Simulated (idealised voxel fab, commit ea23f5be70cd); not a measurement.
Presented below is a process module, voxel double patterning.
200 nm wide, 5 nm square cells: that's cross-section cut.
Cross-section layout: square cells on a grid; listed as bands, top to bottom; a band spans one or more cell rows. Look at the band entry: it leads with the top's height and the bottom's height in nm. Then it lists the materials left to right, with a width in nm for each. The word "full width" on a single material says that material fills the band edge to edge. The word "blank" is empty space. All heights in this document are referenced to 0, defined as the level beneath which the wafer, as received, consists entirely of one material. The lowest band is not bounded below; it extends indefinitely downward and is written in the form "0 and below". A width given as "30..40" starts at the first number in the band's top row and ends at the second number in its bottom row, shifting by an equal amount at every step from row to row. Reading "no change occurred" for a step: not a cell of the cross-section changed in it. Under "Closed void register" you'll find the enclosed gaps, the ones with no way out to the top, that are 8 cells or bigger; each reads width x height at distance, with distance counted from the left edge, everything in nm. Heads up: the bit after the settings on a step's line is the simulator's remark on that step. You can add "overlay nm" to a step's line. For a step with a mask, it describes how far the mask lay to the right of its planned position, and a negative number describes a lay to the left.

The following list gives the planned process steps:
1 RECEIVE, material Si
2 CONFORMAL_DEP, material SiO2, thk nm 10
3 DIRECTIONAL_DEP, material W, thk nm 20
4 DIRECTIONAL_DEP, material SiN, thk nm 5
5 PATTERN, tone open, mask id FIRST, material resist, width nm 15, pitch nm 50, thk nm 20, overlay nm 0
6 DIRECTIONAL_ETCH, etch materials SiN, depth nm 5
7 STRIP, etch materials resist
8 PATTERN, tone open, mask id SECOND, material resist, width nm 15, pitch nm 50, thk nm 15, overlay nm 0
9 DIRECTIONAL_ETCH, etch materials SiN, depth nm 5
10 STRIP, etch materials resist
11 DIRECTIONAL_ETCH, etch materials W, depth nm 20
12 STRIP, etch materials SiN

Shown in cross-section is the wafer as received, that is, as it stands after step 1:
  0 and below = Si full width
  Closed void register: none

Final cross-section, module run with one mistake (start and plan as above):
  35 down to 30 = SiN 40 nm / blank 15 nm / SiN 10 nm / blank 15 nm / SiN 10 nm / blank 15 nm / SiN 10 nm / blank 15 nm / SiN 10 nm / blank 15 nm / SiN 45 nm
  30 down to 10 = W 40 nm / blank 15 nm / W 10 nm / blank 15 nm / W 10 nm / blank 15 nm / W 10 nm / blank 15 nm / W 10 nm / blank 15 nm / W 45 nm
  10 down to 0 = SiO2 full width
  0 and below = Si full width
  Closed void register: none
Want to know what went wrong? no execution of plan step 12; skipped
